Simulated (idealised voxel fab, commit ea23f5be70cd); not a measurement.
process module | voxel released beams
cross-section cut | 170 nm wide | cells 5 nm
A cross-section is a grid of square cells, given in bands from the top down. A band is one or more rows of cells.
Each band's line starts with the height of the band's top and of its bottom, in nm. Then come its materials from left to right, each with its width in nm. One material with "throughout" fills the band from edge to edge. "air" is empty space.
Height 0 is the level under which the wafer as received is all one material. The lowest band goes on downwards, as in "0 down".
A width such as "30 to 40" changes by the same amount from each row of cells to the next, from the band's top row to its bottom row.
"no change" after a step means that no cell of the cross-section changed.
closed voids: empty space of 8 cells or more with no open way to the top, each as width x height at its distance from the left edge, in nm
after a step's settings: what the simulator itself notes on the step
overlay nm, on a step with a mask: how far to the right of its planned place the mask lay; to the left if negative
plan
1 op RECEIVE | material Si
2 op CONFORMAL_DEP | material Al2O3 | thk nm 10
3 op DIRECTIONAL_DEP | material SiO2 | thk nm 20
4 op PATTERN | tone open | mask id ANCHOR | material resist | width nm 30 | thk nm 20 | overlay nm 0
5 op DIRECTIONAL_ETCH | etch materials SiO2 | depth nm 20
6 op STRIP | etch materials resist
7 op CONFORMAL_DEP | material W | thk nm 10
8 op PATTERN | tone cover | mask id BEAM | material resist | width nm 75 | thk nm 15 | overlay nm 0
9 op DIRECTIONAL_ETCH | etch materials W | depth nm 10
10 op STRIP | etch materials resist
11 op STRIP | etch materials SiO2
first wafer, as planned
as received, after step 1
  0 down: Si throughout
  closed voids: none
after step 2
  10 to 0: Al2O3 throughout
  below 0: unchanged
after step 3
  30 to 10: SiO2 throughout
  below 10: unchanged
after step 4
  50 to 30: resist 50 | air 30 | resist 90
  below 30: unchanged
after step 5
  50 to 30: resist 50 | air 30 | resist 90
  30 to 10: SiO2 50 | air 30 | SiO2 90
  below 10: unchanged
after step 6
  30 to 10: SiO2 50 | air 30 | SiO2 90
  below 10: unchanged
after step 7
  40 to 30: W 60 | air 10 | W 100
  30 to 20: SiO2 50 | W 10 | air 10 | W 10 | SiO2 90
  20 to 10: SiO2 50 | W 30 | SiO2 90
  below 10: unchanged
after step 8
  55 to 40: air 45 | resist 75 | air 50
  40 to 30: W 60 | resist 10 | W 100
  30 to 20: SiO2 50 | W 10 | resist 10 | W 10 | SiO2 90
  below 20: unchanged
after step 9
  55 to 40: air 45 | resist 75 | air 50
  40 to 30: air 45 | W 15 | resist 10 | W 50 | air 50
  below 30: unchanged
after step 10
  40 to 30: air 45 | W 15 | air 10 | W 50 | air 50
  30 to 20: SiO2 50 | W 10 | air 10 | W 10 | SiO2 90
  below 20: unchanged
after step 11
  40 to 30: air 45 | W 15 | air 10 | W 50 | air 50
  30 to 20: air 50 | W 10 | air 10 | W 10 | air 90
  20 to 10: air 50 | W 30 | air 90
  below 10: unchanged
second wafer: like start, like plan, one mistake. Through step 3 it matches the first wafer
when step 4 should have ended
  50 to 30: air 50 | resist 30 | air 90
  below 30: unchanged
when step 5 should have ended
  50 to 30: air 50 | resist 30 | air 90
  30 to 10: air 50 | SiO2 30 | air 90
  below 10: unchanged
when step 6 should have ended
  30 to 10: air 50 | SiO2 30 | air 90
  below 10: unchanged
when step 7 should have ended
  40 to 30: air 40 | W 50 | air 80
  30 to 20: air 40 | W 10 | SiO2 30 | W 10 | air 80
  20 to 10: W 50 | SiO2 30 | W 90
  below 10: unchanged
when step 8 should have ended
  55 to 40: air 45 | resist 75 | air 50
  40 to 30: air 40 | W 50 | resist 30 | air 50
  30 to 20: air 40 | W 10 | SiO2 30 | W 10 | resist 30 | air 50
  below 20: unchanged
when step 9 should have ended
  55 to 40: air 45 | resist 75 | air 50
  40 to 30: air 45 | W 45 | resist 30 | air 50
  30 to 20: air 40 | W 10 | SiO2 30 | W 10 | resist 30 | air 50
  20 to 10: air 40 | W 10 | SiO2 30 | W 40 | air 50
  below 10: unchanged
when step 10 should have ended
  40 to 30: air 45 | W 45 | air 80
  30 to 20: air 40 | W 10 | SiO2 30 | W 10 | air 80
  below 20: unchanged
when step 11 should have ended: no change
what went wrong: step 4 ran as: op PATTERN | tone cover | mask id ANCHOR | material resist | width nm 30 | thk nm 20 | overlay nm 0
at the end the second wafer has, in cells: 24 more of SiO2
